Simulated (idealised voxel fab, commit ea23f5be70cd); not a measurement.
Process module, titled voxel ribs on slabs
This is section cut - it's 295 nm across, gridded in 5 nm square cells.
Notation: cross-section as square-cell grid; stated in bands, top first, going down; one or more cell rows per band.
Look at the band entry: it leads with the top's height and the bottom's height in nm. Then it lists the materials left to right, with a width in nm for each. The word "all across" on a single material says that material fills the band edge to edge. The word "blank" is empty space.
Heights are expressed relative to 0, this being the level below which the as-received wafer comprises one material exclusively. The lowest band is unbounded in the downward direction and is denoted as in "0 nm and below".
A width such as "30..40" changes by the same amount from each row of cells to the next, from the band's top row to its bottom row.
A step reported as "left unchanged" is a step in which no cell of the cross-section changed.
Reported under the label "Trapped void list" are the empty spaces having no open way to the top and comprising 8 cells or more; the notation for each is width x height at distance, in which the distance is measured from the left edge and all three values are in nm.
Whatever follows a step's settings on its line is a remark the simulator itself makes about that step.
When a step includes a mask, the "overlay nm" setting on its line states how far to the right of its planned place that mask lay, and negative values state how far to the left.

-- Here's what the planned process steps look like
1 RECEIVE [material Si]
2 DIRECTIONAL_DEP [material SiO2] [thk nm 20]
3 DIRECTIONAL_DEP [material SiN] [thk nm 15]
4 PATTERN [tone cover] [mask id RIB] [material resist] [width nm 25] [thk nm 15] [overlay nm 0]
5 DIRECTIONAL_ETCH [etch materials SiN] [depth nm 10]
6 STRIP [etch materials resist]
7 PATTERN [tone cover] [mask id SLAB] [material resist] [width nm 65] [thk nm 15] [overlay nm 0]
8 DIRECTIONAL_ETCH [etch materials SiN] [depth nm 5]
9 STRIP [etch materials resist]
10 FILL_DEP [material SiO2] [thk nm 15]
11 CMP [height nm 45]
12 DIRECTIONAL_DEP [material TiN] [thk nm 10]
13 MASKED_ETCH [tone cover] [mask id HEATER] [width nm 35] [etch materials TiN] [depth nm 10] [overlay nm 0]
14 CONFORMAL_DEP [material SiN] [thk nm 10]

-- On the first of the two wafers: run conducted according to plan

-- As received (post step 1): cross-section
  0 nm and below  Si all across
  Trapped void list: none

-- Cross-section of the wafer after step 2
  20 nm to 0 nm  SiO2 all across
  below 0: unchanged

-- Cross-section of the wafer after step 3
  35 nm to 20 nm  SiN all across
  below 20: unchanged

-- Cross-section of the wafer after step 4
  50 nm to 35 nm  135 nm blank, then 25 nm resist, then 135 nm blank
  below 35: unchanged

-- Cross-section of the wafer after step 5
  50 nm to 35 nm  135 nm blank, then 25 nm resist, then 135 nm blank
  35 nm to 25 nm  135 nm blank, then 25 nm SiN, then 135 nm blank
  below 25: unchanged

-- Cross-section of the wafer after step 6
  35 nm to 25 nm  135 nm blank, then 25 nm SiN, then 135 nm blank
  below 25: unchanged

-- Cross-section of the wafer after step 7
  50 nm to 35 nm  115 nm blank, then 65 nm resist, then 115 nm blank
  35 nm to 25 nm  115 nm blank, then 20 nm resist, then 25 nm SiN, then 20 nm resist, then 115 nm blank
  below 25: unchanged

-- Cross-section of the wafer after step 8
  50 nm to 35 nm  115 nm blank, then 65 nm resist, then 115 nm blank
  35 nm to 25 nm  115 nm blank, then 20 nm resist, then 25 nm SiN, then 20 nm resist, then 115 nm blank
  25 nm to 20 nm  115 nm blank, then 65 nm SiN, then 115 nm blank
  below 20: unchanged

-- Cross-section of the wafer after step 9
  35 nm to 25 nm  135 nm blank, then 25 nm SiN, then 135 nm blank
  below 25: unchanged

-- Cross-section of the wafer after step 10
  50 nm to 35 nm  SiO2 all across
  35 nm to 25 nm  135 nm SiO2, then 25 nm SiN, then 135 nm SiO2
  25 nm to 20 nm  115 nm SiO2, then 65 nm SiN, then 115 nm SiO2
  below 20: unchanged

-- Cross-section of the wafer after step 11
  45 nm to 35 nm  SiO2 all across
  below 35: unchanged

-- Cross-section of the wafer after step 12
  55 nm to 45 nm  TiN all across
  below 45: unchanged

-- Cross-section of the wafer after step 13
  55 nm to 45 nm  130 nm blank, then 35 nm TiN, then 130 nm blank
  below 45: unchanged

-- Cross-section of the wafer after step 14
  65 nm to 55 nm  120 nm blank, then 55 nm SiN, then 120 nm blank
  55 nm to 45 nm  130 nm SiN, then 35 nm TiN, then 130 nm SiN
  below 45: unchanged

-- Second wafer - shared start and plan with the first - one error in running - same as the first up to step 12 inclusive

-- Here is the second wafer in cross-section at the point where step 13 of the plan should have been done
  55 nm to 45 nm  130 nm TiN, then 35 nm blank, then 130 nm TiN
  below 45: unchanged

-- Here is the second wafer in cross-section at the point where step 14 of the plan should have been done
  65 nm to 55 nm  140 nm SiN, then 15 nm blank, then 140 nm SiN
  55 nm to 45 nm  130 nm TiN, then 35 nm SiN, then 130 nm TiN
  below 45: unchanged
Where did the run depart from the plan? not per plan at step 13, really ran MASKED_ETCH [tone open] [mask id HEATER] [width nm 35] [etch materials TiN] [depth nm 10] [overlay nm 0]
Final difference in cells, second wafer against first, listed per material as more or fewer: TiN: 90 more
